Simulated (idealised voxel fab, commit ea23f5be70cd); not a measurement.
Process module in this document: voxel air gaps
The cross-section shown here is cut; it is 185 nm wide and divided into square cells measuring 5 nm on a side.
Just so we're on the same page, the cross-sections are grids of square cells, and they're listed out in bands top to bottom, each band one or more rows deep. Band: top height; bottom height; in nm. Then, left to right: material with width in nm, for each material. "edge to edge": a single material spanning edge to edge. "blank": empty space. Heights are expressed relative to 0, this being the level below which the as-received wafer comprises one material exclusively. The lowest band is unbounded in the downward direction and is denoted as in "0..down". A width such as "30->40" changes by the same amount from each row of cells to the next, from the band's top row to its bottom row. Step note "nothing was modified" = no cross-section cell changed. Entry "Closed empty spaces" = empty spaces >= 8 cells with no open way to the top; each as width x height at distance, distance from left edge, all nm. On a step's line, text after the settings is the simulator commenting on that step. What "overlay nm" on a step's line means: if the step has a mask, that mask lay this far to the right of its planned place, or, when the value is negative, to the left.
The planned process steps are enumerated hereunder
1. RECEIVE [material Si]
2. CONFORMAL_DEP [material SiO2] [thk nm 10]
3. CONFORMAL_DEP [material SiCN] [thk nm 5]
4. DIRECTIONAL_DEP [material SiO2] [thk nm 30]
5. PATTERN [tone open] [mask id LINES] [material resist] [width nm 20] [pitch nm 50] [thk nm 20] [overlay nm 0]
6. DIRECTIONAL_ETCH [etch materials SiO2] [depth nm 30]
7. STRIP [etch materials resist]
8. CONFORMAL_DEP [material TiN] [thk nm 5]
9. FILL_DEP [material Cu] [thk nm 5]
10. CMP [height nm 45]
11. EPI [material Ru] [thk nm 10]
12. SELECTIVE_ETCH [etch materials SiO2] [depth nm 40]
13. CONFORMAL_DEP [material SiCN] [thk nm 5]
First wafer, as planned
Wafer as received: cross-section following step 1
  0..down = Si edge to edge
  Closed empty spaces: none
After step 2, in cross-section
  10..0 = SiO2 edge to edge
  Below 0, the layers are the same as they were.
After step 3, in cross-section
  15..10 = SiCN edge to edge
  Below 10, the layers are the same as they were.
After step 4, in cross-section
  45..15 = SiO2 edge to edge
  Below 15, the layers are the same as they were.
After step 5, in cross-section
  65..45 = resist=30; blank=20; resist=30; blank=20; resist=30; blank=20; resist=35
  Below 45, the layers are the same as they were.
After step 6, in cross-section
  65..45 = resist=30; blank=20; resist=30; blank=20; resist=30; blank=20; resist=35
  45..15 = SiO2=30; blank=20; SiO2=30; blank=20; SiO2=30; blank=20; SiO2=35
  Below 15, the layers are the same as they were.
After step 7, in cross-section
  45..15 = SiO2=30; blank=20; SiO2=30; blank=20; SiO2=30; blank=20; SiO2=35
  Below 15, the layers are the same as they were.
After step 8, in cross-section
  50..45 = TiN=35; blank=10; TiN=40; blank=10; TiN=40; blank=10; TiN=40
  45..20 = SiO2=30; TiN=5; blank=10; TiN=5; SiO2=30; TiN=5; blank=10; TiN=5; SiO2=30; TiN=5; blank=10; TiN=5; SiO2=35
  20..15 = SiO2=30; TiN=20; SiO2=30; TiN=20; SiO2=30; TiN=20; SiO2=35
  Below 15, the layers are the same as they were.
After step 9, in cross-section
  55..50 = Cu edge to edge
  50..45 = TiN=35; Cu=10; TiN=40; Cu=10; TiN=40; Cu=10; TiN=40
  45..20 = SiO2=30; TiN=5; Cu=10; TiN=5; SiO2=30; TiN=5; Cu=10; TiN=5; SiO2=30; TiN=5; Cu=10; TiN=5; SiO2=35
  Below 20, the layers are the same as they were.
After step 10, in cross-section
  45..20 = SiO2=30; TiN=5; Cu=10; TiN=5; SiO2=30; TiN=5; Cu=10; TiN=5; SiO2=30; TiN=5; Cu=10; TiN=5; SiO2=35
  Below 20, the layers are the same as they were.
After step 11, in cross-section
  55..45 = blank=20; Ru=40; blank=10; Ru=40; blank=10; Ru=40; blank=25
  Below 45, the layers are the same as they were.
After step 12, in cross-section
  55..45 = blank=20; Ru=40; blank=10; Ru=40; blank=10; Ru=40; blank=25
  45..20 = blank=30; TiN=5; Cu=10; TiN=5; blank=30; TiN=5; Cu=10; TiN=5; blank=30; TiN=5; Cu=10; TiN=5; blank=35
  20..15 = blank=30; TiN=20; blank=30; TiN=20; blank=30; TiN=20; blank=35
  Below 15, the layers are the same as they were.
After step 13, in cross-section
  60..55 = blank=15; SiCN=150; blank=20
  55..45 = blank=15; SiCN=5; Ru=40; SiCN=10; Ru=40; SiCN=10; Ru=40; SiCN=5; blank=20
  45..40 = blank=15; SiCN=15; TiN=5; Cu=10; TiN=5; SiCN=30; TiN=5; Cu=10; TiN=5; SiCN=30; TiN=5; Cu=10; TiN=5; SiCN=15; blank=20
  40..20 = blank=25; SiCN=5; TiN=5; Cu=10; TiN=5; SiCN=5; blank=20; SiCN=5; TiN=5; Cu=10; TiN=5; SiCN=5; blank=20; SiCN=5; TiN=5; Cu=10; TiN=5; SiCN=5; blank=30
  20..15 = SiCN=30; TiN=20; SiCN=30; TiN=20; SiCN=30; TiN=20; SiCN=35
  Below 15, the layers are the same as they were.
  Closed empty spaces: 20 x 20 at 55; 20 x 20 at 105
Wafer two: like wafer one in start and plan, but with one mistake in execution; identical up to and including step 4
X-section, second wafer, when step 5 was due to finish
  65..45 = resist=35; blank=20; resist=30; blank=20; resist=30; blank=20; resist=30
  Below 45, the layers are the same as they were.
X-section, second wafer, when step 6 was due to finish
  65..45 = resist=35; blank=20; resist=30; blank=20; resist=30; blank=20; resist=30
  45..15 = SiO2=35; blank=20; SiO2=30; blank=20; SiO2=30; blank=20; SiO2=30
  Below 15, the layers are the same as they were.
X-section, second wafer, when step 7 was due to finish
  45..15 = SiO2=35; blank=20; SiO2=30; blank=20; SiO2=30; blank=20; SiO2=30
  Below 15, the layers are the same as they were.
X-section, second wafer, when step 8 was due to finish
  50..45 = TiN=40; blank=10; TiN=40; blank=10; TiN=40; blank=10; TiN=35
  45..20 = SiO2=35; TiN=5; blank=10; TiN=5; SiO2=30; TiN=5; blank=10; TiN=5; SiO2=30; TiN=5; blank=10; TiN=5; SiO2=30
  20..15 = SiO2=35; TiN=20; SiO2=30; TiN=20; SiO2=30; TiN=20; SiO2=30
  Below 15, the layers are the same as they were.
X-section, second wafer, when step 9 was due to finish
  55..50 = Cu edge to edge
  50..45 = TiN=40; Cu=10; TiN=40; Cu=10; TiN=40; Cu=10; TiN=35
  45..20 = SiO2=35; TiN=5; Cu=10; TiN=5; SiO2=30; TiN=5; Cu=10; TiN=5; SiO2=30; TiN=5; Cu=10; TiN=5; SiO2=30
  Below 20, the layers are the same as they were.
X-section, second wafer, when step 10 was due to finish
  45..20 = SiO2=35; TiN=5; Cu=10; TiN=5; SiO2=30; TiN=5; Cu=10; TiN=5; SiO2=30; TiN=5; Cu=10; TiN=5; SiO2=30
  Below 20, the layers are the same as they were.
X-section, second wafer, when step 11 was due to finish
  55..45 = blank=25; Ru=40; blank=10; Ru=40; blank=10; Ru=40; blank=20
  Below 45, the layers are the same as they were.
X-section, second wafer, when step 12 was due to finish
  55..45 = blank=25; Ru=40; blank=10; Ru=40; blank=10; Ru=40; blank=20
  45..20 = blank=35; TiN=5; Cu=10; TiN=5; blank=30; TiN=5; Cu=10; TiN=5; blank=30; TiN=5; Cu=10; TiN=5; blank=30
  20..15 = blank=35; TiN=20; blank=30; TiN=20; blank=30; TiN=20; blank=30
  Below 15, the layers are the same as they were.
X-section, second wafer, when step 13 was due to finish
  60..55 = blank=20; SiCN=150; blank=15
  55..45 = blank=20; SiCN=5; Ru=40; SiCN=10; Ru=40; SiCN=10; Ru=40; SiCN=5; blank=15
  45..40 = blank=20; SiCN=15; TiN=5; Cu=10; TiN=5; SiCN=30; TiN=5; Cu=10; TiN=5; SiCN=30; TiN=5; Cu=10; TiN=5; SiCN=15; blank=15
  40..20 = blank=30; SiCN=5; TiN=5; Cu=10; TiN=5; SiCN=5; blank=20; SiCN=5; TiN=5; Cu=10; TiN=5; SiCN=5; blank=20; SiCN=5; TiN=5; Cu=10; TiN=5; SiCN=5; blank=25
  20..15 = SiCN=35; TiN=20; SiCN=30; TiN=20; SiCN=30; TiN=20; SiCN=30
  Below 15, the layers are the same as they were.
  Closed empty spaces: 20 x 20 at 60; 20 x 20 at 110
Which mistake was made when the wafer was run? step 5 changed vs plan, executed as PATTERN [tone open] [mask id LINES] [material resist] [width nm 20] [pitch nm 50] [thk nm 20] [overlay nm 5]
At the end, each material covers as many cells on the second wafer as it does on the first, though the cells it covers are elsewhere.
